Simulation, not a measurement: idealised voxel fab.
Name of the process module below: voxel trench capacitor
We display cut, a cross-section 260 nm in width whose square cells are each 5 nm.
Heads up, the way a cross-section reads in here is a grid of square cells, handed over as bands from the top down, with every band being one or more rows of cells. This entry defines a band. It first specifies the height of the band's top and the height of its bottom in nm, and then specifies the band's materials from left to right, stating each material with its width in nm. The word "edge to edge" identifies a single material that fills the band from edge to edge, while the word "empty" identifies empty space. Convention: height 0 is the level below which the wafer, as received, is all one material. The lowest band does not terminate at the bottom but continues downward, represented as "z 0 and below". The width entry "30 to 40" should be interpreted row by row: the top row of cells in the band takes the first number, the bottom row takes the second number, and the change between adjacent rows is uniform throughout. For the purposes of this document, the phrase "everything unchanged" attached to a step denotes that no cell within the cross-section was modified by that step. "Closed void entries" - sealed voids, min. 8 cells, no opening to top; format: width x height at distance (distance from left edge; nm throughout). Past the settings on a step's line: simulator remark, on that step. If you see "overlay nm" on a step's line and that step has a mask, it's telling you how far right of where it was planned the mask ended up; a negative number means it went left instead.

# Steps in the process plan
1,RECEIVE | material Si
2,CONFORMAL_DEP | material SiN | thk nm 5
3,PATTERN | tone open | mask id TRENCH | material resist | width nm 15 | pitch nm 30 | thk nm 20 | overlay nm 0
4,DIRECTIONAL_ETCH | etch materials SiN | depth nm 5
5,DIRECTIONAL_ETCH | etch materials Si | depth nm 35
6,STRIP | etch materials resist
7,CONFORMAL_DEP | material SiO2 | thk nm 5
8,FILL_DEP | material polySi | thk nm 5
9,CMP | height nm 5
Be aware that, although all wafers share a common starting state, the thk nm at step 7 differs among them, and the plan displays the first wafer's value.

# As-received state after step 1, first of several wafers, cross-section
    z 0 and below | Si edge to edge
    Closed void entries: none

# Basically each wafer gets a line in the table, showing it at the end of the module: material by material, the cells it gained (+) or lost (-) since we got it, then its closed voids
thk nm 5 | -63 Si | +43 SiN | +51 SiO2 | +21 polySi | Closed void entries: none
thk nm 10 | -63 Si | +43 SiN | +72 SiO2 | Closed void entries: none
thk nm 15 | -63 Si | +43 SiN | +72 SiO2 | Closed void entries: none
thk nm 20 | -63 Si | +43 SiN | +72 SiO2 | Closed void entries: none
